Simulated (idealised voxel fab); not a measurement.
process module | voxel spacer lines
cross-section cut | 160 nm wide | cells 5 nm
A cross-section is a grid of square cells, given in bands from the top down. A band is one or more rows of cells.
Each band's line starts with the height of the band's top and of its bottom, in nm. Then come its materials from left to right, each with its width in nm. One material with "throughout" fills the band from edge to edge. "air" is empty space.
Height 0 is the level under which the wafer as received is all one material. The lowest band goes on downwards, as in "0 down".
A width such as "30 to 40" changes by the same amount from each row of cells to the next, from the band's top row to its bottom row.
"no change" after a step means that no cell of the cross-section changed.
closed voids: empty space of 8 cells or more with no open way to the top, each as width x height at its distance from the left edge, in nm
after a step's settings: what the simulator itself notes on the step
overlay nm, on a step with a mask: how far to the right of its planned place the mask lay; to the left if negative
plan
1 op RECEIVE | material Si
2 op CONFORMAL_DEP | material Al2O3 | thk nm 5
3 op DIRECTIONAL_DEP | material W | thk nm 15
4 op DIRECTIONAL_DEP | material aC | thk nm 20
5 op PATTERN | tone cover | mask id MANDREL | material resist | width nm 20 | pitch nm 60 | thk nm 25 | overlay nm 0
6 op DIRECTIONAL_ETCH | etch materials aC | depth nm 20
7 op STRIP | etch materials resist
8 op CONFORMAL_DEP | material SiO2 | thk nm 10
9 op DIRECTIONAL_ETCH | etch materials SiO2 | depth nm 10
10 op STRIP | etch materials aC
11 op DIRECTIONAL_ETCH | etch materials W | depth nm 15
12 op STRIP | etch materials SiO2
as received, after step 1
  0 down: Si throughout
  closed voids: none
a wafer at the end: this start, this plan, one mistake
  35 to 20: air 30 | W 10 | air 20 | W 10 | air 20 | W 10 | air 20 | W 10 | air 30
  20 to 5: W throughout
  5 to 0: Al2O3 throughout
  0 down: Si throughout
  closed voids: none
what went wrong: step 3 was run twice
